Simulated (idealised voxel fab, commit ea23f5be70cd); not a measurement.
process module | voxel released beams
cross-section cut | 280 nm wide | cells 5 nm
A cross-section is a grid of square cells, given in bands from the top down. A band is one or more rows of cells.
Each band's line starts with the height of the band's top and of its bottom, in nm. Then come its materials from left to right, each with its width in nm. One material with "throughout" fills the band from edge to edge. "air" is empty space.
Height 0 is the level under which the wafer as received is all one material. The lowest band goes on downwards, as in "0 down".
A width such as "30 to 40" changes by the same amount from each row of cells to the next, from the band's top row to its bottom row.
"no change" after a step means that no cell of the cross-section changed.
closed voids: empty space of 8 cells or more with no open way to the top, each as width x height at its distance from the left edge, in nm
after a step's settings: what the simulator itself notes on the step
overlay nm, on a step with a mask: how far to the right of its planned place the mask lay; to the left if negative
plan
1 op RECEIVE | material Si
2 op CONFORMAL_DEP | material SiN | thk nm 10
3 op DIRECTIONAL_DEP | material SiO2 | thk nm 15
4 op DIRECTIONAL_DEP | material aC | thk nm 10
5 op PATTERN | tone open | mask id ANCHOR | material resist | width nm 35 | thk nm 30 | overlay nm 0
6 op DIRECTIONAL_ETCH | etch materials aC | depth nm 10
7 op STRIP | etch materials resist
8 op DIRECTIONAL_ETCH | etch materials SiO2 | depth nm 15
9 op STRIP | etch materials aC
10 op CONFORMAL_DEP | material W | thk nm 10
11 op MASKED_ETCH | tone cover | mask id BEAM | width nm 110 | etch materials W | depth nm 10 | overlay nm 0
12 op STRIP | etch materials SiO2
varied across the wafers: width nm of step 11. The plan shows the first wafer's value. All wafers start alike
first wafer as received, after step 1
  0 down: Si throughout
  closed voids: none
each wafer at the end: cells of each material gained (+) or lost (-) since it was received, then its closed voids
width nm 110 | +112 SiN | +56 W | closed voids: none
width nm 115 | +112 SiN | +58 W | closed voids: none
width nm 120 | +112 SiN | +60 W | closed voids: none
width nm 125 | +112 SiN | +62 W | closed voids: none
width nm 130 | +112 SiN | +64 W | closed voids: none
width nm 135 | +112 SiN | +66 W | closed voids: none
